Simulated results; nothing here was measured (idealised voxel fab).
Process module name: voxel transistor to metal
We display cut, a cross-section 140 nm in width whose square cells are each 5 nm.
Square cells in a grid make up a cross-section in this document, and the grid is given as bands, listed from the top down, each one or more rows of cells.
Heads up on the band format: heights come first, top then bottom, in nm. After that it's the materials left to right, each with its width in nm. A single material flagged "edge to edge" fills the whole band edge to edge, and "empty" means there's empty space there.
Where do heights start? At 0: under that level the wafer as delivered is made of one material only. And the lowest band has no floor; it just carries on downward, as in "z 0 and below".
The expression "30 to 40" gives the width at the extremes of the band, the first number at its top row of cells and the second at its bottom row, with the width changing by equal amounts from each row to the next in between.
"nothing altered" (step): cross-section cells unchanged, all of them.
Any empty space of 8 cells or more lacking an open way to the top shows up in "Closed void entries" as width x height at distance, distance from the left edge, in nm.
Anything after a step's settings on that line? It's the simulator's own note about the step.
Regarding "overlay nm": on a step with a mask, it is the distance the mask lay to the right of its planned place; a negative value places it to the left.

[The steps planned for the process are as follows]
| 1 | RECEIVE,material Si |
| 2 | OXIDIZE,depth nm 5 |
| 3 | CONFORMAL_DEP,material SiN,thk nm 15 |
| 4 | PATTERN,tone cover,mask id ACTIVE,material resist,width nm 100,thk nm 15,overlay nm 0 |
| 5 | DIRECTIONAL_ETCH,etch materials SiN,depth nm 15 |
| 6 | DIRECTIONAL_ETCH,etch materials SiO2,depth nm 5 |
| 7 | DIRECTIONAL_ETCH,etch materials Si,depth nm 30 |
| 8 | STRIP,etch materials resist |
| 9 | OXIDIZE,depth nm 5 |
| 10 | FILL_DEP,material SiO2,thk nm 10 |
| 11 | CMP,height nm 15 |
| 12 | SELECTIVE_ETCH,etch materials SiO2,depth nm 5 |
| 13 | STRIP,etch materials SiN |
| 14 | SELECTIVE_ETCH,etch materials SiO2,depth nm 5 |
| 15 | OXIDIZE,depth nm 5 |
| 16 | DIRECTIONAL_DEP,material polySi,thk nm 20 |
| 17 | DIRECTIONAL_DEP,material SiCN,thk nm 15 |
| 18 | DIRECTIONAL_DEP,material aC,thk nm 15 |
| 19 | PATTERN,tone cover,mask id GATE,material resist,width nm 20,thk nm 35,overlay nm 0 |
| 20 | DIRECTIONAL_ETCH,etch materials aC,depth nm 5 |
| 21 | STRIP,etch materials resist |
| 22 | DIRECTIONAL_ETCH,etch materials SiCN,depth nm 25 |
| 23 | DIRECTIONAL_ETCH,etch materials polySi,depth nm 30 |
| 24 | STRIP,etch materials aC |
| 25 | CONFORMAL_DEP,material SiN,thk nm 10 |
| 26 | DIRECTIONAL_ETCH,etch materials SiN,depth nm 10 |
| 27 | DIRECTIONAL_ETCH,etch materials SiO2,depth nm 5 |
| 28 | DIRECTIONAL_ETCH,etch materials Si,depth nm 15 |
| 29 | EPI,material nSi,thk nm 15 |
| 30 | FILL_DEP,material SiO2,thk nm 10 |
| 31 | CMP,height nm 30 |
| 32 | DIRECTIONAL_DEP,material SiO2,thk nm 10 |
| 33 | DIRECTIONAL_DEP,material aC,thk nm 15 |
| 34 | PATTERN,tone open,mask id CONTACT,material resist,width nm 25,pitch nm 55,thk nm 35,overlay nm 0 |
| 35 | DIRECTIONAL_ETCH,etch materials aC,depth nm 15 |
| 36 | STRIP,etch materials resist |
| 37 | DIRECTIONAL_ETCH,etch materials SiO2,depth nm 50 |
| 38 | STRIP,etch materials aC |
| 39 | CONFORMAL_DEP,material TiN,thk nm 5 |
| 40 | FILL_DEP,material W,thk nm 10 |
| 41 | CMP,height nm 40 |
| 42 | CONFORMAL_DEP,material SiN,thk nm 5 |
| 43 | DIRECTIONAL_DEP,material SiO2,thk nm 25 |
| 44 | MASKED_ETCH,tone open,mask id METAL_1,width nm 15,pitch nm 65,etch materials SiO2,depth nm 25,overlay nm 0 |
| 45 | MASKED_ETCH,tone open,mask id METAL_1,width nm 15,pitch nm 65,etch materials SiN,depth nm 5,overlay nm 0 |
| 46 | CONFORMAL_DEP,material TiN,thk nm 5 |
| 47 | FILL_DEP,material Ru,thk nm 10 |
| 48 | CMP,height nm 70 |
| 49 | CONFORMAL_DEP,material SiCN,thk nm 5 |
| 50 | DIRECTIONAL_DEP,material lowk,thk nm 25 |
| 51 | PATTERN,tone open,mask id METAL_2,material resist,width nm 15,pitch nm 65,thk nm 15,overlay nm 0 |
| 52 | DIRECTIONAL_ETCH,etch materials lowk,depth nm 15 |
| 53 | STRIP,etch materials resist |
| 54 | PATTERN,tone open,mask id METAL_2_HOLES,material resist,width nm 15,pitch nm 65,thk nm 20,overlay nm 0 |
| 55 | DIRECTIONAL_ETCH,etch materials lowk,depth nm 10 |
| 56 | DIRECTIONAL_ETCH,etch materials SiCN,depth nm 5 |
| 57 | STRIP,etch materials resist |
| 58 | CONFORMAL_DEP,material TiN,thk nm 5 |
| 59 | FILL_DEP,material Cu,thk nm 10 |
| 60 | CMP,height nm 100 |
| 61 | CONFORMAL_DEP,material SiN,thk nm 5 |
Where the wafers of this document differ is in the depth nm of step 20; they start out the same, and the plan states the value that applied to the first wafer.

[Cut through the first of several wafers as received, post step 1]
> z 0 and below: Si edge to edge
> Closed void entries: none

[The table below has one row for each wafer; a row shows, as of the end of the module, how many cells of each material the wafer has gained, marked (+), or lost, marked (-), since it was received, and then the wafer's closed voids]
depth nm 5 | +10 Cu | +10 Ru | -116 Si | +94 SiCN | +50 SiN | +246 SiO2 | +66 TiN | +6 W | +110 lowk | +112 polySi | Closed void entries: none
depth nm 10 | +10 Cu | +10 Ru | -116 Si | +94 SiCN | +50 SiN | +246 SiO2 | +66 TiN | +6 W | +110 lowk | +112 polySi | Closed void entries: none
depth nm 15 | +10 Cu | +10 Ru | -146 Si | +34 SiCN | +86 SiN | +302 SiO2 | +92 TiN | +26 W | +110 lowk | +48 nSi | +16 polySi | Closed void entries: none
depth nm 20 | +10 Cu | +10 Ru | -146 Si | +34 SiCN | +86 SiN | +302 SiO2 | +92 TiN | +26 W | +110 lowk | +48 nSi | +16 polySi | Closed void entries: none
depth nm 25 | +10 Cu | +10 Ru | -146 Si | +34 SiCN | +86 SiN | +302 SiO2 | +92 TiN | +26 W | +110 lowk | +48 nSi | +16 polySi | Closed void entries: none
depth nm 30 | +10 Cu | +10 Ru | -146 Si | +34 SiCN | +86 SiN | +302 SiO2 | +92 TiN | +26 W | +110 lowk | +48 nSi | +16 polySi | Closed void entries: none
